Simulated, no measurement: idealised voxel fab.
voxel local oxidation: a process module
Section cut is 175 nm wide and gridded with 5 nm square cells.
A cross-section in this document is a grid of square cells, and it is written down as bands, the top band listed before the ones below it; a band is made up of one or more rows of cells.
It is stipulated that each band's entry specify, in nanometres, the height of the top of the band and then that of its bottom, followed by the materials of the band in left-to-right sequence, each together with its width in nanometres. A single material marked by the word "edge to edge" is understood to fill the band from edge to edge; the word "blank" is understood to denote empty space.
The reference from which all heights are counted is 0, the level beneath which the as-received wafer is entirely one material; the lowest band, having no lower bound, proceeds downward and is written after the example "0 -> down".
Width: "30..40" (first number = top row, second number = bottom row, same change from row to row of cells).
Where a step carries "left unchanged", the cross-section came out of it unchanged, cell for cell.
Entry "Encapsulated voids" = empty spaces >= 8 cells with no open way to the top; each as width x height at distance, distance from left edge, all nm.
Note: text after step settings on the step line = simulator remark on that step.
The line of a step may include "overlay nm". On a step with a mask, this value is how far to the right of its planned place the mask lay. A negative value means the mask lay to the left.
Below is the list of planned process steps
1: RECEIVE [material Si]
2: OXIDIZE [depth nm 5]
3: CONFORMAL_DEP [material SiN] [thk nm 15]
4: PATTERN [tone cover] [mask id ACTIVE] [material resist] [width nm 100] [thk nm 15] [overlay nm 0]
5: DIRECTIONAL_ETCH [etch materials SiN] [depth nm 15]
6: STRIP [etch materials resist]
7: SELECTIVE_ETCH [etch materials SiO2] [depth nm 5]
8: OXIDIZE [depth nm 10]
9: STRIP [etch materials SiN]
Cross-section of the wafer at receipt, which is the condition after step 1
	0 -> down = Si edge to edge
	Encapsulated voids: none
Figure: cross-sectional view of the wafer upon completion of the module, processed from the initial state and according to the plan depicted above, with one error introduced during execution
	0 -> -5 = SiO2: 30 | blank: 110 | SiO2: 35
	-5 -> -15 = Si: 20 | SiO2: 130 | Si: 25
	-15 -> down = Si edge to edge
	Encapsulated voids: none
Finding, execution versus plan: step 4 changed vs plan, executed as PATTERN [tone open] [mask id ACTIVE] [material resist] [width nm 100] [thk nm 15] [overlay nm 0]
